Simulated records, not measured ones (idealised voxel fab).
The document below concerns the process module designated voxel lift off.
For reference, the cross-section in this document is cut, with width 250 nm and square cells of 5 nm.
A cross-section is written here as square cells arranged in a grid, and it is given in bands from the top down, each band taking up one or more rows of cells.
A band entry consists of two parts. The first gives the height of the band's top and the height of its bottom, in nm. The rest lists the band's materials from left to right, each with its width in nm. A single material labelled with the word "edge to edge" fills the band from edge to edge, and the word "air" marks empty space.
Counting heights begins at 0, where everything beneath is, in the wafer as received, one material. The lowest band has no bottom; it goes on downwards, as "0 down" shows.
A width given as "30..40" starts at the first number in the band's top row and ends at the second number in its bottom row, shifting by an equal amount at every step from row to row.
You'll sometimes find "no alteration" written for a step, and that's the way of saying that nowhere in the cross-section did a cell change during that step.
You'll see "Trapped void list" listing empty spaces that have no way open to the top, as long as they're 8 cells or more; the notation is width x height at distance, where the distance is from the left edge, and all of it is in nm.
Where a step's line continues beyond its settings, the continuation is a remark by the simulator itself on that step.
On any step carrying a mask, the "overlay nm" setting, if present on the step's line, tells how far right of its planned place the mask lay; negative values point to the left.
**Process steps (planned)**
1. RECEIVE,material Si
2. CONFORMAL_DEP,material Al2O3,thk nm 10
3. PATTERN,tone open,mask id LINES,material resist,width nm 15,pitch nm 35,thk nm 20,overlay nm 0
4. DIRECTIONAL_DEP,material Ru,thk nm 10
5. STRIP,etch materials resist
6. CONFORMAL_DEP,material SiN,thk nm 5
**First of two wafers - as planned**
**Wafer as received: cross-section following step 1**
* 0 down | Si edge to edge
* Trapped void list: none
**Sectional view: wafer, after step 2**
* 10 to 0 | Al2O3 edge to edge
* For the remainder of the cross-section, below 0, there is no change.
**Sectional view: wafer, after step 3**
* 30 to 10 | 100 resist, then 15 air, then 20 resist, then 15 air, then 100 resist
* For the remainder of the cross-section, below 10, there is no change.
**Sectional view: wafer, after step 4**
* 40 to 30 | 100 Ru, then 15 air, then 20 Ru, then 15 air, then 100 Ru
* 30 to 20 | 100 resist, then 15 air, then 20 resist, then 15 air, then 100 resist
* 20 to 10 | 100 resist, then 15 Ru, then 20 resist, then 15 Ru, then 100 resist
* For the remainder of the cross-section, below 10, there is no change.
**Sectional view: wafer, after step 5**
* 20 to 10 | 100 air, then 15 Ru, then 20 air, then 15 Ru, then 100 air
* For the remainder of the cross-section, below 10, there is no change.
**Sectional view: wafer, after step 6**
* 25 to 20 | 95 air, then 25 SiN, then 10 air, then 25 SiN, then 95 air
* 20 to 15 | 95 air, then 5 SiN, then 15 Ru, then 5 SiN, then 10 air, then 5 SiN, then 15 Ru, then 5 SiN, then 95 air
* 15 to 10 | 100 SiN, then 15 Ru, then 20 SiN, then 15 Ru, then 100 SiN
* For the remainder of the cross-section, below 10, there is no change.
**Companion wafer, the second of two: same beginning, same intended sequence, one mistake in carrying it out; through step 4 inclusive it tracks the first exactly**
**Second wafer profile in section, at the moment step 5 of the plan was meant to be complete**
* 20 to 10 | 100 air, then 15 Ru, then 20 air, then 15 Ru, then 100 air
* For the remainder of the cross-section, below 10, there is no change.
**Second wafer profile in section, at the moment step 6 of the plan was meant to be complete**
* 25 to 20 | 95 air, then 25 SiN, then 10 air, then 25 SiN, then 95 air
* 20 to 15 | 95 air, then 5 SiN, then 15 Ru, then 5 SiN, then 10 air, then 5 SiN, then 15 Ru, then 5 SiN, then 95 air
* 15 to 10 | 100 SiN, then 15 Ru, then 20 SiN, then 15 Ru, then 100 SiN
* For the remainder of the cross-section, below 10, there is no change.
Diagnosis: regarding the plan, step 5 was run twice
Final cross-sections of the two wafers are identical, so the mistake has no effect on what this model computes.
